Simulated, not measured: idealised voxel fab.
The document below concerns the process module designated voxel tone inversion.
FYI the section here is cut, 255 nm wide, cells are 5 nm squares.
Cross-section format: a grid of square cells, given as bands from top to bottom; each band is one or more rows of cells. The band entry comprises the height of the band's top followed by the height of its bottom, expressed in nm, and subsequently the band's materials from left to right, each stated together with its width in nm. Where a single material is marked with the word "throughout", that material fills the band from edge to edge. The word "air" represents empty space. Below 0: as-received wafer, all one material; heights counted from there. Lowest band: no bottom, goes on down, written "0 down". Think of "30..40" as a width that walks from the first number to the second as you go down the band, top row to bottom row, taking equal-sized steps from row to row. What does "identical to before" mean for a step? It means no cell of the cross-section changed in that step. "Closed internal voids" contains a list of empty spaces, each no smaller than 8 cells and without an open way to the top, written in the form width x height at distance with the distance from the left edge and all three in nm. That trailing text on a step's line, after the settings, is the simulator's own remark on the step. "overlay nm" answers the question of how far to the right of plan the mask lay on a step that has a mask, and when it is negative the answer is to the left.
This section lists the process steps that were planned
- 1: RECEIVE (material Si)
- 2: CONFORMAL_DEP (material SiN; thk nm 5)
- 3: DIRECTIONAL_DEP (material polySi; thk nm 20)
- 4: PATTERN (tone cover; mask id POSTS; material resist; width nm 20; pitch nm 40; thk nm 30; overlay nm 0)
- 5: DIRECTIONAL_ETCH (etch materials polySi; depth nm 20)
- 6: STRIP (etch materials resist)
- 7: FILL_DEP (material lowk; thk nm 5)
- 8: CMP (height nm 25)
- 9: STRIP (etch materials polySi)
- 10: CONFORMAL_DEP (material TiN; thk nm 5)
- 11: FILL_DEP (material Cu; thk nm 5)
- 12: CMP (height nm 25)
- 13: CONFORMAL_DEP (material SiN; thk nm 5)
The first wafer of two, processed as planned
Here's what the wafer looked like in cross-section when it arrived - that's after step 1
* 0 down = Si throughout
* Closed internal voids: none
Cross-section of the wafer after step 2
* 5 to 0 = SiN throughout
* No changes below 0.
Cross-section of the wafer after step 3
* 25 to 5 = polySi throughout
* No changes below 5.
Cross-section of the wafer after step 4
* 55 to 25 = 55 nm air; 20 nm resist; 20 nm air; 20 nm resist; 20 nm air; 20 nm resist; 20 nm air; 20 nm resist; 60 nm air
* No changes below 25.
Cross-section of the wafer after step 5
* 55 to 25 = 55 nm air; 20 nm resist; 20 nm air; 20 nm resist; 20 nm air; 20 nm resist; 20 nm air; 20 nm resist; 60 nm air
* 25 to 5 = 55 nm air; 20 nm polySi; 20 nm air; 20 nm polySi; 20 nm air; 20 nm polySi; 20 nm air; 20 nm polySi; 60 nm air
* No changes below 5.
Cross-section of the wafer after step 6
* 25 to 5 = 55 nm air; 20 nm polySi; 20 nm air; 20 nm polySi; 20 nm air; 20 nm polySi; 20 nm air; 20 nm polySi; 60 nm air
* No changes below 5.
Cross-section of the wafer after step 7
* 30 to 25 = lowk throughout
* 25 to 5 = 55 nm lowk; 20 nm polySi; 20 nm lowk; 20 nm polySi; 20 nm lowk; 20 nm polySi; 20 nm lowk; 20 nm polySi; 60 nm lowk
* No changes below 5.
Cross-section of the wafer after step 8
* 25 to 5 = 55 nm lowk; 20 nm polySi; 20 nm lowk; 20 nm polySi; 20 nm lowk; 20 nm polySi; 20 nm lowk; 20 nm polySi; 60 nm lowk
* No changes below 5.
Cross-section of the wafer after step 9
* 25 to 5 = 55 nm lowk; 20 nm air; 20 nm lowk; 20 nm air; 20 nm lowk; 20 nm air; 20 nm lowk; 20 nm air; 60 nm lowk
* No changes below 5.
Cross-section of the wafer after step 10
* 30 to 25 = 60 nm TiN; 10 nm air; 30 nm TiN; 10 nm air; 30 nm TiN; 10 nm air; 30 nm TiN; 10 nm air; 65 nm TiN
* 25 to 10 = 55 nm lowk; 5 nm TiN; 10 nm air; 5 nm TiN; 20 nm lowk; 5 nm TiN; 10 nm air; 5 nm TiN; 20 nm lowk; 5 nm TiN; 10 nm air; 5 nm TiN; 20 nm lowk; 5 nm TiN; 10 nm air; 5 nm TiN; 60 nm lowk
* 10 to 5 = 55 nm lowk; 20 nm TiN; 20 nm lowk; 20 nm TiN; 20 nm lowk; 20 nm TiN; 20 nm lowk; 20 nm TiN; 60 nm lowk
* No changes below 5.
Cross-section of the wafer after step 11
* 35 to 30 = Cu throughout
* 30 to 25 = 60 nm TiN; 10 nm Cu; 30 nm TiN; 10 nm Cu; 30 nm TiN; 10 nm Cu; 30 nm TiN; 10 nm Cu; 65 nm TiN
* 25 to 10 = 55 nm lowk; 5 nm TiN; 10 nm Cu; 5 nm TiN; 20 nm lowk; 5 nm TiN; 10 nm Cu; 5 nm TiN; 20 nm lowk; 5 nm TiN; 10 nm Cu; 5 nm TiN; 20 nm lowk; 5 nm TiN; 10 nm Cu; 5 nm TiN; 60 nm lowk
* No changes below 10.
Cross-section of the wafer after step 12
* 25 to 10 = 55 nm lowk; 5 nm TiN; 10 nm Cu; 5 nm TiN; 20 nm lowk; 5 nm TiN; 10 nm Cu; 5 nm TiN; 20 nm lowk; 5 nm TiN; 10 nm Cu; 5 nm TiN; 20 nm lowk; 5 nm TiN; 10 nm Cu; 5 nm TiN; 60 nm lowk
* No changes below 10.
Cross-section of the wafer after step 13
* 30 to 25 = SiN throughout
* No changes below 25.
Second wafer. Start and plan as for the first. One mistake made in running. Agrees with the first up to and including step 3
Second wafer, section view, time point: scheduled end of step 4
* 55 to 25 = 55 nm air; 25 nm resist; 15 nm air; 25 nm resist; 15 nm air; 25 nm resist; 15 nm air; 25 nm resist; 55 nm air
* No changes below 25.
Second wafer, section view, time point: scheduled end of step 5
* 55 to 25 = 55 nm air; 25 nm resist; 15 nm air; 25 nm resist; 15 nm air; 25 nm resist; 15 nm air; 25 nm resist; 55 nm air
* 25 to 5 = 55 nm air; 25 nm polySi; 15 nm air; 25 nm polySi; 15 nm air; 25 nm polySi; 15 nm air; 25 nm polySi; 55 nm air
* No changes below 5.
Second wafer, section view, time point: scheduled end of step 6
* 25 to 5 = 55 nm air; 25 nm polySi; 15 nm air; 25 nm polySi; 15 nm air; 25 nm polySi; 15 nm air; 25 nm polySi; 55 nm air
* No changes below 5.
Second wafer, section view, time point: scheduled end of step 7
* 30 to 25 = lowk throughout
* 25 to 5 = 55 nm lowk; 25 nm polySi; 15 nm lowk; 25 nm polySi; 15 nm lowk; 25 nm polySi; 15 nm lowk; 25 nm polySi; 55 nm lowk
* No changes below 5.
Second wafer, section view, time point: scheduled end of step 8
* 25 to 5 = 55 nm lowk; 25 nm polySi; 15 nm lowk; 25 nm polySi; 15 nm lowk; 25 nm polySi; 15 nm lowk; 25 nm polySi; 55 nm lowk
* No changes below 5.
Second wafer, section view, time point: scheduled end of step 9
* 25 to 5 = 55 nm lowk; 25 nm air; 15 nm lowk; 25 nm air; 15 nm lowk; 25 nm air; 15 nm lowk; 25 nm air; 55 nm lowk
* No changes below 5.
Second wafer, section view, time point: scheduled end of step 10
* 30 to 25 = 60 nm TiN; 15 nm air; 25 nm TiN; 15 nm air; 25 nm TiN; 15 nm air; 25 nm TiN; 15 nm air; 60 nm TiN
* 25 to 10 = 55 nm lowk; 5 nm TiN; 15 nm air; 5 nm TiN; 15 nm lowk; 5 nm TiN; 15 nm air; 5 nm TiN; 15 nm lowk; 5 nm TiN; 15 nm air; 5 nm TiN; 15 nm lowk; 5 nm TiN; 15 nm air; 5 nm TiN; 55 nm lowk
* 10 to 5 = 55 nm lowk; 25 nm TiN; 15 nm lowk; 25 nm TiN; 15 nm lowk; 25 nm TiN; 15 nm lowk; 25 nm TiN; 55 nm lowk
* No changes below 5.
Second wafer, section view, time point: scheduled end of step 11
* 35 to 30 = Cu throughout
* 30 to 25 = 60 nm TiN; 15 nm Cu; 25 nm TiN; 15 nm Cu; 25 nm TiN; 15 nm Cu; 25 nm TiN; 15 nm Cu; 60 nm TiN
* 25 to 10 = 55 nm lowk; 5 nm TiN; 15 nm Cu; 5 nm TiN; 15 nm lowk; 5 nm TiN; 15 nm Cu; 5 nm TiN; 15 nm lowk; 5 nm TiN; 15 nm Cu; 5 nm TiN; 15 nm lowk; 5 nm TiN; 15 nm Cu; 5 nm TiN; 55 nm lowk
* No changes below 10.
Second wafer, section view, time point: scheduled end of step 12
* 25 to 10 = 55 nm lowk; 5 nm TiN; 15 nm Cu; 5 nm TiN; 15 nm lowk; 5 nm TiN; 15 nm Cu; 5 nm TiN; 15 nm lowk; 5 nm TiN; 15 nm Cu; 5 nm TiN; 15 nm lowk; 5 nm TiN; 15 nm Cu; 5 nm TiN; 55 nm lowk
* No changes below 10.
Second wafer, section view, time point: scheduled end of step 13
* 30 to 25 = SiN throughout
* No changes below 25.
Nonconformance to the process plan: step 4: run off-plan, actual operation and settings PATTERN (tone cover; mask id POSTS; material resist; width nm 25; pitch nm 40; thk nm 30; overlay nm 0)
Heads up, by the end the second wafer has more or fewer cells of some materials compared to the first: Cu: 12 more, TiN: 4 more, lowk: 16 fewer
